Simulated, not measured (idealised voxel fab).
The following is a process module called voxel air gaps.
Cross-section cut spans 235 nm and uses square cells 5 nm in size.
Cross-section, as written here: a square-cell grid given band by band from the top down, where a band holds one or more rows of cells.
It is stipulated that each band's entry specify, in nanometres, the height of the top of the band and then that of its bottom, followed by the materials of the band in left-to-right sequence, each together with its width in nanometres. A single material marked by the word "full width" is understood to fill the band from edge to edge; the word "air" is understood to denote empty space.
It should be noted that heights are counted from 0, beneath which the wafer as supplied is of one material throughout, and that the lowest band possesses no lower boundary but continues downward, as written in "z 0 and below".
Width spec "30->40" -> top row of cells at first value, bottom row at second value, equal per-row change in between.
The designation "no change", where it is given for a processing step, indicates that no cell of the cross-section was altered in the course of that step.
In the "Voids, enclosed" entry, you get each enclosed empty space of 8 cells or more, one with no open way to the top, written width x height at distance, distance from the left edge, in nm.
Formally, on a step line, whatever follows the settings is a remark that the simulator itself makes on the step.
"overlay nm" denotes, for a step that has a mask, the displacement of the mask to the right of its planned place, with negative values corresponding to the left.
### Steps planned for the process
1 RECEIVE (material Si)
2 CONFORMAL_DEP (material SiO2; thk nm 10)
3 CONFORMAL_DEP (material SiN; thk nm 5)
4 DIRECTIONAL_DEP (material SiO2; thk nm 40)
5 MASKED_ETCH (tone open; mask id LINES; width nm 25; pitch nm 55; etch materials SiO2; depth nm 40; overlay nm 0)
6 CONFORMAL_DEP (material TiN; thk nm 5)
7 FILL_DEP (material Ru; thk nm 5)
8 CMP (height nm 55)
9 EPI (material Ru; thk nm 10)
10 SELECTIVE_ETCH (etch materials SiO2; depth nm 50)
11 CONFORMAL_DEP (material SiCN; thk nm 5)
### Wafer cross-section on receipt, i.e. after step 1
> z 0 and below | Si full width
> Voids, enclosed: none
### First wafer of two, sectioned at end of module; run went per plan
> z 70 to 65 | air 5 nm, then SiCN 220 nm, then air 10 nm
> z 65 to 55 | air 5 nm, then SiCN 5 nm, then Ru 45 nm, then SiCN 10 nm, then Ru 45 nm, then SiCN 10 nm, then Ru 45 nm, then SiCN 10 nm, then Ru 45 nm, then SiCN 5 nm, then air 10 nm
> z 55 to 50 | air 5 nm, then SiCN 15 nm, then TiN 5 nm, then Ru 15 nm, then TiN 5 nm, then SiCN 30 nm, then TiN 5 nm, then Ru 15 nm, then TiN 5 nm, then SiCN 30 nm, then TiN 5 nm, then Ru 15 nm, then TiN 5 nm, then SiCN 30 nm, then TiN 5 nm, then Ru 15 nm, then TiN 5 nm, then SiCN 15 nm, then air 10 nm
> z 50 to 20 | air 15 nm, then SiCN 5 nm, then TiN 5 nm, then Ru 15 nm, then TiN 5 nm, then SiCN 5 nm, then air 20 nm, then SiCN 5 nm, then TiN 5 nm, then Ru 15 nm, then TiN 5 nm, then SiCN 5 nm, then air 20 nm, then SiCN 5 nm, then TiN 5 nm, then Ru 15 nm, then TiN 5 nm, then SiCN 5 nm, then air 20 nm, then SiCN 5 nm, then TiN 5 nm, then Ru 15 nm, then TiN 5 nm, then SiCN 5 nm, then air 20 nm
> z 20 to 15 | SiCN 20 nm, then TiN 25 nm, then SiCN 30 nm, then TiN 25 nm, then SiCN 30 nm, then TiN 25 nm, then SiCN 30 nm, then TiN 25 nm, then SiCN 25 nm
> z 15 to 10 | SiN full width
> z 10 to 0 | SiO2 full width
> z 0 and below | Si full width
> Voids, enclosed: 20 x 30 at 50; 20 x 30 at 105; 20 x 30 at 160
### What the second wafer looks like in cross-section once the module is done. Its start and its plan matched the first wafer's exactly; what differed was one mistake in how it was run
> z 75 to 70 | SiCN full width
> z 70 to 60 | Ru full width
> z 60 to 55 | TiN 25 nm, then Ru 15 nm, then TiN 40 nm, then Ru 15 nm, then TiN 40 nm, then Ru 15 nm, then TiN 40 nm, then Ru 15 nm, then TiN 30 nm
> z 55 to 20 | SiO2 20 nm, then TiN 5 nm, then Ru 15 nm, then TiN 5 nm, then SiO2 30 nm, then TiN 5 nm, then Ru 15 nm, then TiN 5 nm, then SiO2 30 nm, then TiN 5 nm, then Ru 15 nm, then TiN 5 nm, then SiO2 30 nm, then TiN 5 nm, then Ru 15 nm, then TiN 5 nm, then SiO2 25 nm
> z 20 to 15 | SiO2 20 nm, then TiN 25 nm, then SiO2 30 nm, then TiN 25 nm, then SiO2 30 nm, then TiN 25 nm, then SiO2 30 nm, then TiN 25 nm, then SiO2 25 nm
> z 15 to 10 | SiN full width
> z 10 to 0 | SiO2 full width
> z 0 and below | Si full width
> Voids, enclosed: none
Deviation from plan: planned and actual differ for step 8; actual: CMP (height nm 60)
In the final state, the cell counts of the second wafer exceed or fall short of those of the first for the following materials: Ru +34 | SiCN -112 | SiO2 +216 | TiN +35
Upon completion, the first wafer exhibits 3 closed voids and the second wafer exhibits 0.
